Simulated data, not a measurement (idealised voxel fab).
process module | voxel transistor to metal
cross-section cut | 210 nm wide | cells 5 nm
A cross-section is a grid of square cells, given in bands from the top down. A band is one or more rows of cells.
Each band's line starts with the height of the band's top and of its bottom, in nm. Then come its materials from left to right, each with its width in nm. One material with "throughout" fills the band from edge to edge. "air" is empty space.
Height 0 is the level under which the wafer as received is all one material. The lowest band goes on downwards, as in "0 down".
A width such as "30 to 40" changes by the same amount from each row of cells to the next, from the band's top row to its bottom row.
"no change" after a step means that no cell of the cross-section changed.
closed voids: empty space of 8 cells or more with no open way to the top, each as width x height at its distance from the left edge, in nm
after a step's settings: what the simulator itself notes on the step
overlay nm, on a step with a mask: how far to the right of its planned place the mask lay; to the left if negative
plan
1 op RECEIVE | material Si
2 op CONFORMAL_DEP | material SiO2 | thk nm 5
3 op CONFORMAL_DEP | material SiN | thk nm 15
4 op MASKED_ETCH | tone cover | mask id ACTIVE | width nm 100 | etch materials SiN | depth nm 15 | overlay nm 0
5 op MASKED_ETCH | tone cover | mask id ACTIVE | width nm 100 | etch materials SiO2 | depth nm 5 | overlay nm 0
6 op MASKED_ETCH | tone cover | mask id ACTIVE | width nm 100 | etch materials Si | depth nm 25 | overlay nm 0
7 op OXIDIZE | depth nm 5
8 op FILL_DEP | material SiO2 | thk nm 10
9 op CMP | height nm 20
10 op SELECTIVE_ETCH | etch materials SiO2 | depth nm 15
11 op STRIP | etch materials SiN
12 op SELECTIVE_ETCH | etch materials SiO2 | depth nm 5
13 op OXIDIZE | depth nm 5
14 op DIRECTIONAL_DEP | material polySi | thk nm 30
15 op DIRECTIONAL_DEP | material SiCN | thk nm 10
16 op MASKED_ETCH | tone cover | mask id GATE | width nm 20 | etch materials SiCN | depth nm 20 | overlay nm 0
17 op MASKED_ETCH | tone cover | mask id GATE | width nm 20 | etch materials polySi | depth nm 40 | overlay nm 0
18 op CONFORMAL_DEP | material SiO2 | thk nm 5
19 op DIRECTIONAL_ETCH | etch materials SiO2 | depth nm 5
20 op CONFORMAL_DEP | material SiN | thk nm 5
21 op DIRECTIONAL_ETCH | etch materials SiN | depth nm 5
22 op DIRECTIONAL_ETCH | etch materials SiO2 | depth nm 5
23 op DIRECTIONAL_ETCH | etch materials Si | depth nm 15
24 op EPI | material nSi | thk nm 20
25 op FILL_DEP | material SiO2 | thk nm 5
26 op CMP | height nm 40
27 op DIRECTIONAL_DEP | material SiO2 | thk nm 10
28 op DIRECTIONAL_DEP | material aC | thk nm 10
29 op PATTERN | tone open | mask id CONTACT | material resist | width nm 15 | pitch nm 75 | thk nm 25 | overlay nm 0
30 op DIRECTIONAL_ETCH | etch materials aC | depth nm 10
31 op STRIP | etch materials resist
32 op DIRECTIONAL_ETCH | etch materials SiO2 | depth nm 50
33 op STRIP | etch materials aC
34 op CONFORMAL_DEP | material TiN | thk nm 5
35 op FILL_DEP | material Ru | thk nm 5
36 op CMP | height nm 50
37 op CONFORMAL_DEP | material SiCN | thk nm 5
38 op DIRECTIONAL_DEP | material lowk | thk nm 20
39 op MASKED_ETCH | tone open | mask id METAL_1 | width nm 15 | pitch nm 75 | etch materials lowk | depth nm 20 | overlay nm 0
40 op MASKED_ETCH | tone open | mask id METAL_1 | width nm 15 | pitch nm 75 | etch materials SiCN | depth nm 5 | overlay nm 0
41 op CONFORMAL_DEP | material TiN | thk nm 5
42 op FILL_DEP | material Cu | thk nm 5
43 op CMP | height nm 75
44 op CONFORMAL_DEP | material SiCN | thk nm 5
as received, after step 1
  0 down: Si throughout
  closed voids: none
a wafer at the end: this start, this plan, one mistake
  80 to 75: SiCN throughout
  75 to 55: lowk 60 | TiN 5 | Cu 5 | TiN 5 | lowk 60 | TiN 5 | Cu 5 | TiN 5 | lowk 60
  55 to 50: SiCN 60 | TiN 15 | SiCN 60 | TiN 15 | SiCN 60
  50 to 40: SiO2 60 | TiN 5 | Ru 5 | TiN 5 | SiO2 60 | TiN 5 | Ru 5 | TiN 5 | SiO2 60
  40 to 30: SiO2 60 | TiN 5 | Ru 5 | TiN 5 | SiO2 10 | SiN 5 | SiO2 5 | SiCN 20 | SiO2 5 | SiN 5 | SiO2 10 | TiN 5 | Ru 5 | TiN 5 | SiO2 60
  30 to 20: SiO2 60 | TiN 5 | Ru 5 | TiN 5 | SiO2 10 | SiN 5 | SiO2 5 | polySi 20 | SiO2 5 | SiN 5 | SiO2 10 | TiN 5 | Ru 5 | TiN 5 | SiO2 60
  20 to 15: SiO2 60 | TiN 15 | SiO2 10 | SiN 5 | SiO2 5 | polySi 20 | SiO2 5 | SiN 5 | SiO2 10 | TiN 15 | SiO2 60
  15 to 10: SiO2 60 | TiN 5 | nSi 20 | SiN 5 | SiO2 5 | polySi 20 | SiO2 5 | SiN 5 | nSi 20 | TiN 5 | SiO2 60
  10 to 0: SiO2 50 | nSi 35 | SiN 5 | SiO2 5 | polySi 20 | SiO2 5 | SiN 5 | nSi 35 | SiO2 50
  0 to -5: SiO2 50 | nSi 35 | SiO2 40 | nSi 35 | SiO2 50
  -5 to -10: SiO2 65 | nSi 20 | Si 40 | nSi 20 | SiO2 65
  -10 to -20: SiO2 60 | Si 5 | nSi 20 | Si 40 | nSi 20 | Si 5 | SiO2 60
  -20 to -30: SiO2 60 | Si 90 | SiO2 60
  -30 down: Si throughout
  closed voids: none
what went wrong: step 2 was left out
